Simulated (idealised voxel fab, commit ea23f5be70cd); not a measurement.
Process module heading - voxel fin reveal
Square cells of 5 nm make up the cross-section cut, whose width is 270 nm.
Square cells in a grid make up a cross-section in this document, and the grid is given as bands, listed from the top down, each one or more rows of cells.
It is stipulated that each band's entry specify, in nanometres, the height of the top of the band and then that of its bottom, followed by the materials of the band in left-to-right sequence, each together with its width in nanometres. A single material marked by the word "all across" is understood to fill the band from edge to edge; the word "blank" is understood to denote empty space.
Heights from 0 (as-received wafer is one material below). Bottom band endless downward, as "0..down".
A width such as "30 to 40" changes by the same amount from each row of cells to the next, from the band's top row to its bottom row.
"nothing was modified" means the step left every cell of the cross-section as it was.
In "Trapped cavities" the enclosed voids are listed, meaning empty spaces of 8 cells or larger without any opening to the top. The form is width x height at distance, distance from the left edge, units nm.
Step line, after settings: the simulator's comment on this step.
The optional step-line setting "overlay nm" applies to steps with a mask and quantifies how far to the right of its planned location the mask lay, a negative value indicating leftward placement.

[Steps planned for the process]
1) RECEIVE, material Si
2) CONFORMAL_DEP, material SiN, thk nm 5
3) MASKED_ETCH, tone cover, mask id FINS, width nm 15, pitch nm 40, etch materials SiN, depth nm 5, overlay nm 0
4) MASKED_ETCH, tone cover, mask id FINS, width nm 15, pitch nm 40, etch materials Si, depth nm 40, overlay nm 0
5) OXIDIZE, depth nm 5
6) FILL_DEP, material SiO2, thk nm 10
7) CMP, height nm 5
8) SELECTIVE_ETCH, etch materials SiO2, depth nm 20
9) STRIP, etch materials SiN
10) CONFORMAL_DEP, material HfO2, thk nm 5

[Cross-section of the wafer at receipt, which is the condition after step 1]
> 0..down | Si all across
> Trapped cavities: none

[Here's the cross-section of the first of our two wafers at the end of the module - it ran as planned]
> 5..0 | blank 85 nm, HfO2 15 nm, blank 25 nm, HfO2 15 nm, blank 25 nm, HfO2 15 nm, blank 90 nm
> 0..-10 | blank 85 nm, HfO2 5 nm, Si 5 nm, HfO2 5 nm, blank 25 nm, HfO2 5 nm, Si 5 nm, HfO2 5 nm, blank 25 nm, HfO2 5 nm, Si 5 nm, HfO2 5 nm, blank 90 nm
> -10..-15 | HfO2 90 nm, Si 5 nm, HfO2 35 nm, Si 5 nm, HfO2 35 nm, Si 5 nm, HfO2 95 nm
> -15..-45 | SiO2 90 nm, Si 5 nm, SiO2 35 nm, Si 5 nm, SiO2 35 nm, Si 5 nm, SiO2 95 nm
> -45..down | Si all across
> Trapped cavities: none

[Second wafer of the two, sectioned at the end of the module. It began like the first and followed the same plan, but one mistake was made while running it]
> 5..0 | blank 85 nm, HfO2 20 nm, blank 20 nm, HfO2 20 nm, blank 20 nm, HfO2 20 nm, blank 85 nm
> 0..-10 | blank 85 nm, HfO2 5 nm, Si 10 nm, HfO2 5 nm, blank 20 nm, HfO2 5 nm, Si 10 nm, HfO2 5 nm, blank 20 nm, HfO2 5 nm, Si 10 nm, HfO2 5 nm, blank 85 nm
> -10..-15 | HfO2 90 nm, Si 10 nm, HfO2 30 nm, Si 10 nm, HfO2 30 nm, Si 10 nm, HfO2 90 nm
> -15..-45 | SiO2 90 nm, Si 10 nm, SiO2 30 nm, Si 10 nm, SiO2 30 nm, Si 10 nm, SiO2 90 nm
> -45..down | Si all across
> Trapped cavities: none
Misprocessing identified: so step 3 ended up running with a different setting than we planned, it ran as MASKED_ETCH, tone cover, mask id FINS, width nm 20, pitch nm 40, etch materials SiN, depth nm 5, overlay nm 0
End of process, cell counts, second wafer against first, materials with more or fewer: 27 more of Si, 18 fewer of SiO2
